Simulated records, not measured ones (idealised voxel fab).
Herein follows the process module entitled voxel ribs on slabs.
It is cross-section cut that appears here, measuring 190 nm in width, its square cells being 5 nm in size.
Format of a cross-section: grid, square cells. Given as bands. Order: top down. Band: one or more rows of cells.
This entry defines a band. It first specifies the height of the band's top and the height of its bottom in nm, and then specifies the band's materials from left to right, stating each material with its width in nm. The word "all across" identifies a single material that fills the band from edge to edge, while the word "blank" identifies empty space.
Height is counted from the level 0, under which the received wafer is composed throughout of one material. The lowest of the bands is not closed at the bottom but continues downward, in the notation "0 down".
The width entry "30 to 40" should be interpreted row by row: the top row of cells in the band takes the first number, the bottom row takes the second number, and the change between adjacent rows is uniform throughout.
When a step is marked "no modification", none of the cells in the cross-section changed during that step.
In the "Trapped void list" entry, you get each enclosed empty space of 8 cells or more, one with no open way to the top, written width x height at distance, distance from the left edge, in nm.
That trailing text on a step's line, after the settings, is the simulator's own remark on the step.
If you see "overlay nm" on a step's line and that step has a mask, it's telling you how far right of where it was planned the mask ended up; a negative number means it went left instead.

### The planned process steps are enumerated hereunder
1,RECEIVE,material Si
2,DIRECTIONAL_DEP,material SiO2,thk nm 20
3,DIRECTIONAL_DEP,material SiN,thk nm 15
4,DIRECTIONAL_DEP,material aC,thk nm 10
5,PATTERN,tone cover,mask id RIB,material resist,width nm 20,thk nm 25,overlay nm 0
6,DIRECTIONAL_ETCH,etch materials aC,depth nm 10
7,STRIP,etch materials resist
8,DIRECTIONAL_ETCH,etch materials SiN,depth nm 10
9,STRIP,etch materials aC
10,MASKED_ETCH,tone cover,mask id SLAB,width nm 50,etch materials SiN,depth nm 5,overlay nm 0
11,FILL_DEP,material SiO2,thk nm 20
12,CMP,height nm 45
13,DIRECTIONAL_DEP,material TiN,thk nm 5
14,MASKED_ETCH,tone cover,mask id HEATER,width nm 30,etch materials TiN,depth nm 5,overlay nm 0
15,CONFORMAL_DEP,material SiO2,thk nm 5

### As-received state of the wafer in cross-section, equivalent to post-step 1
    0 down  Si all across
    Trapped void list: none

### What the wafer looks like in cross-section after this module, when it starts as shown above and follows the plan above but one mistake is made in running it
    55 to 50  75 of blank; 40 of SiO2; 75 of blank
    50 to 45  80 of SiO2; 30 of TiN; 80 of SiO2
    45 to 35  SiO2 all across
    35 to 25  85 of SiO2; 20 of SiN; 85 of SiO2
    25 to 20  60 of SiO2; 50 of SiN; 80 of SiO2
    20 to 0  SiO2 all across
    0 down  Si all across
    Trapped void list: none
It is concluded that the wafer was processed incorrectly with respect to the plan, in that step 10 was processed under conditions differing from the plan, specifically as MASKED_ETCH,tone cover,mask id SLAB,width nm 50,etch materials SiN,depth nm 5,overlay nm -10
